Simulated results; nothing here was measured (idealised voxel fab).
Process module under the name voxel ribs on slabs
Cross-section cut: width 270 nm, square cells of 5 nm.
A cross-section is written here as square cells arranged in a grid, and it is given in bands from the top down, each band taking up one or more rows of cells. In this notation a band is specified by the heights of its top and bottom, in that order and in nm, after which its materials appear from left to right, each paired with its width in nm. The word "full width" attached to a single material means that material fills the band from edge to edge; the word "blank" stands for empty space. Note: height 0 marks the level under which the wafer is uniformly one material as received. Lowest band unbounded below, written "0 nm and below". So if you see something like "30 to 40" for the width, read it as the top row of the band sitting at the first number and the bottom row at the second, with every row in between moving by the same amount as the last. When a step is marked "changes: none", none of the cells in the cross-section changed during that step. Under "Non-vented voids" you'll find the enclosed gaps, the ones with no way out to the top, that are 8 cells or bigger; each reads width x height at distance, with distance counted from the left edge, everything in nm. On a step's line, text after the settings is the simulator commenting on that step. "overlay nm" answers the question of how far to the right of plan the mask lay on a step that has a mask, and when it is negative the answer is to the left.

Steps planned for the process
1,RECEIVE | material Si
2,DIRECTIONAL_DEP | material SiO2 | thk nm 20
3,DIRECTIONAL_DEP | material SiN | thk nm 15
4,MASKED_ETCH | tone cover | mask id RIB | width nm 15 | etch materials SiN | depth nm 5 | overlay nm 0
5,DIRECTIONAL_DEP | material aC | thk nm 10
6,PATTERN | tone cover | mask id SLAB | material resist | width nm 65 | thk nm 30 | overlay nm 0
7,DIRECTIONAL_ETCH | etch materials aC | depth nm 10
8,STRIP | etch materials resist
9,DIRECTIONAL_ETCH | etch materials SiN | depth nm 10
10,STRIP | etch materials aC
11,FILL_DEP | material SiO2 | thk nm 20
12,CMP | height nm 50
13,DIRECTIONAL_DEP | material W | thk nm 5
14,PATTERN | tone cover | mask id HEATER | material resist | width nm 25 | thk nm 20 | overlay nm 0
15,DIRECTIONAL_ETCH | etch materials W | depth nm 5
16,STRIP | etch materials resist
17,CONFORMAL_DEP | material SiO2 | thk nm 10

First wafer out of two, processed as planned

So this is the incoming wafer in cross-section - it's already been through step 1
	0 nm and below = Si full width
	Non-vented voids: none

Presented here is a cross-section of the wafer after step 2 has been performed
	20 nm to 0 nm = SiO2 full width
	Below 0, no change.

Presented here is a cross-section of the wafer after step 3 has been performed
	35 nm to 20 nm = SiN full width
	Below 20, no change.

Presented here is a cross-section of the wafer after step 4 has been performed
	35 nm to 30 nm = blank 125 nm, SiN 15 nm, blank 130 nm
	Below 30, no change.

Presented here is a cross-section of the wafer after step 5 has been performed
	45 nm to 40 nm = blank 125 nm, aC 15 nm, blank 130 nm
	40 nm to 35 nm = aC full width
	35 nm to 30 nm = aC 125 nm, SiN 15 nm, aC 130 nm
	Below 30, no change.

Presented here is a cross-section of the wafer after step 6 has been performed
	75 nm to 45 nm = blank 100 nm, resist 65 nm, blank 105 nm
	45 nm to 40 nm = blank 100 nm, resist 25 nm, aC 15 nm, resist 25 nm, blank 105 nm
	Below 40, no change.

Presented here is a cross-section of the wafer after step 7 has been performed
	65 nm to 45 nm = blank 100 nm, resist 65 nm, blank 105 nm
	45 nm to 40 nm = blank 100 nm, resist 25 nm, aC 15 nm, resist 25 nm, blank 105 nm
	40 nm to 35 nm = blank 100 nm, aC 65 nm, blank 105 nm
	35 nm to 30 nm = blank 100 nm, aC 25 nm, SiN 15 nm, aC 25 nm, blank 105 nm
	Below 30, no change.

Presented here is a cross-section of the wafer after step 8 has been performed
	45 nm to 35 nm = blank 125 to 100 nm, aC 15 to 65 nm, blank 130 to 105 nm
	Below 35, no change.

Presented here is a cross-section of the wafer after step 9 has been performed
	45 nm to 35 nm = blank 125 to 100 nm, aC 15 to 65 nm, blank 130 to 105 nm
	35 nm to 30 nm = blank 100 nm, aC 25 nm, SiN 15 nm, aC 25 nm, blank 105 nm
	30 nm to 20 nm = blank 100 nm, SiN 65 nm, blank 105 nm
	Below 20, no change.

Presented here is a cross-section of the wafer after step 10 has been performed
	35 nm to 30 nm = blank 125 nm, SiN 15 nm, blank 130 nm
	Below 30, no change.

Presented here is a cross-section of the wafer after step 11 has been performed
	55 nm to 35 nm = SiO2 full width
	35 nm to 30 nm = SiO2 125 nm, SiN 15 nm, SiO2 130 nm
	30 nm to 20 nm = SiO2 100 nm, SiN 65 nm, SiO2 105 nm
	Below 20, no change.

Presented here is a cross-section of the wafer after step 12 has been performed
	50 nm to 35 nm = SiO2 full width
	Below 35, no change.

Presented here is a cross-section of the wafer after step 13 has been performed
	55 nm to 50 nm = W full width
	Below 50, no change.

Presented here is a cross-section of the wafer after step 14 has been performed
	75 nm to 55 nm = blank 120 nm, resist 25 nm, blank 125 nm
	Below 55, no change.

Presented here is a cross-section of the wafer after step 15 has been performed
	75 nm to 55 nm = blank 120 nm, resist 25 nm, blank 125 nm
	55 nm to 50 nm = blank 120 nm, W 25 nm, blank 125 nm
	Below 50, no change.

Presented here is a cross-section of the wafer after step 16 has been performed
	55 nm to 50 nm = blank 120 nm, W 25 nm, blank 125 nm
	Below 50, no change.

Presented here is a cross-section of the wafer after step 17 has been performed
	65 nm to 60 nm = blank 110 nm, SiO2 45 nm, blank 115 nm
	60 nm to 55 nm = SiO2 full width
	55 nm to 50 nm = SiO2 120 nm, W 25 nm, SiO2 125 nm
	Below 50, no change.

Wafer two: like wafer one in start and plan, but with one mistake in execution; identical up to and including step 16

Cross-section of the second wafer at the time by which step 17 should have been completed according to the plan: changes: none
Want to know what went wrong? the run left out plan step 17 entirely, so it was never executed
Final wafer comparison in cells, second versus first, more or fewer per material: SiO2 -112
